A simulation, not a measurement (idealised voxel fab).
The process module that follows is named voxel self aligned vias.
Each square cell in cross-section cut measures 5 nm, and the section as a whole is 245 nm wide.
How to read a cross-section here: the picture is a grid of square cells, written as bands going from the top down, and any band can span one or more rows of cells. First you get the band's top height and its bottom height, in nm, and then the materials it's made of, left to right, with each width in nm. If you see a single material with "full width", that one covers the band edge to edge. "empty" is empty space. Height 0 is the level under which the wafer as received is all one material. The lowest band goes on downwards, as in "0 -> down". Read "30..40" as a graded width: first number on top, second number at the bottom, same change between each pair of neighbouring rows. Step note "identical to before" = no cross-section cell changed. "Closed internal voids" lists enclosed empty spaces (at least 8 cells, no open path upward to the top), each as width x height at distance from the left edge, in nm. On a step's line, text after the settings is the simulator commenting on that step. The setting "overlay nm" may be written on the line of a step. When the step uses a mask, the value reports how far to the right of the planned place the mask lay, and a negative value reports that it lay to the left.

PROCESS STEPS - PLAN
1: op RECEIVE | material Si
2: op CONFORMAL_DEP | material SiO2 | thk nm 10
3: op CONFORMAL_DEP | material SiCN | thk nm 5
4: op DIRECTIONAL_DEP | material lowk | thk nm 25
5: op MASKED_ETCH | tone open | mask id LINES | width nm 25 | pitch nm 75 | etch materials lowk | depth nm 25 | overlay nm -15
6: op CONFORMAL_DEP | material TiN | thk nm 5
7: op FILL_DEP | material Ru | thk nm 10
8: op CMP | height nm 40
9: op SELECTIVE_ETCH | etch materials W Ru TiN | depth nm 5
10: op FILL_DEP | material SiN | thk nm 5
11: op CMP | height nm 40
12: op DIRECTIONAL_DEP | material lowk | thk nm 15
13: op DIRECTIONAL_DEP | material aC | thk nm 10
14: op PATTERN | tone open | mask id VIAS | material resist | width nm 45 | thk nm 25 | overlay nm 0
15: op DIRECTIONAL_ETCH | etch materials aC | depth nm 10
16: op STRIP | etch materials resist
17: op DIRECTIONAL_ETCH | etch materials lowk | depth nm 15
18: op DIRECTIONAL_ETCH | etch materials SiN | depth nm 5
19: op STRIP | etch materials aC
20: op CONFORMAL_DEP | material TiN | thk nm 5
21: op FILL_DEP | material Ru | thk nm 10
22: op CMP | height nm 55
23: op CONFORMAL_DEP | material SiCN | thk nm 5
The wafers in this document start out alike and differ in the overlay nm applied at step 5; the plan shows the value used for the first wafer.

RECEIVED CONDITION OF THE FIRST OF SEVERAL WAFERS, SECTIONED: POST-STEP 1
0 -> down | Si full width
Closed internal voids: none

BASICALLY EACH WAFER GETS A LINE IN THE TABLE, SHOWING IT AT THE END OF THE MODULE: MATERIAL BY MATERIAL, THE CELLS IT GAINED (+) OR LOST (-) SINCE WE GOT IT, THEN ITS CLOSED VOIDS
overlay nm -15, +34 Ru, +98 SiCN, +6 SiN, +98 SiO2, +37 TiN, +315 lowk, Closed internal voids: none
overlay nm -10, +35 Ru, +98 SiCN, +5 SiN, +98 SiO2, +37 TiN, +315 lowk, Closed internal voids: none
overlay nm -5, +35 Ru, +98 SiCN, +5 SiN, +98 SiO2, +37 TiN, +315 lowk, Closed internal voids: none
overlay nm 0, +35 Ru, +98 SiCN, +5 SiN, +98 SiO2, +37 TiN, +315 lowk, Closed internal voids: none
overlay nm 5, +35 Ru, +98 SiCN, +5 SiN, +98 SiO2, +37 TiN, +315 lowk, Closed internal voids: none
overlay nm 10, +35 Ru, +98 SiCN, +5 SiN, +98 SiO2, +37 TiN, +315 lowk, Closed internal voids: none
overlay nm 15, +34 Ru, +98 SiCN, +6 SiN, +98 SiO2, +37 TiN, +315 lowk, Closed internal voids: none
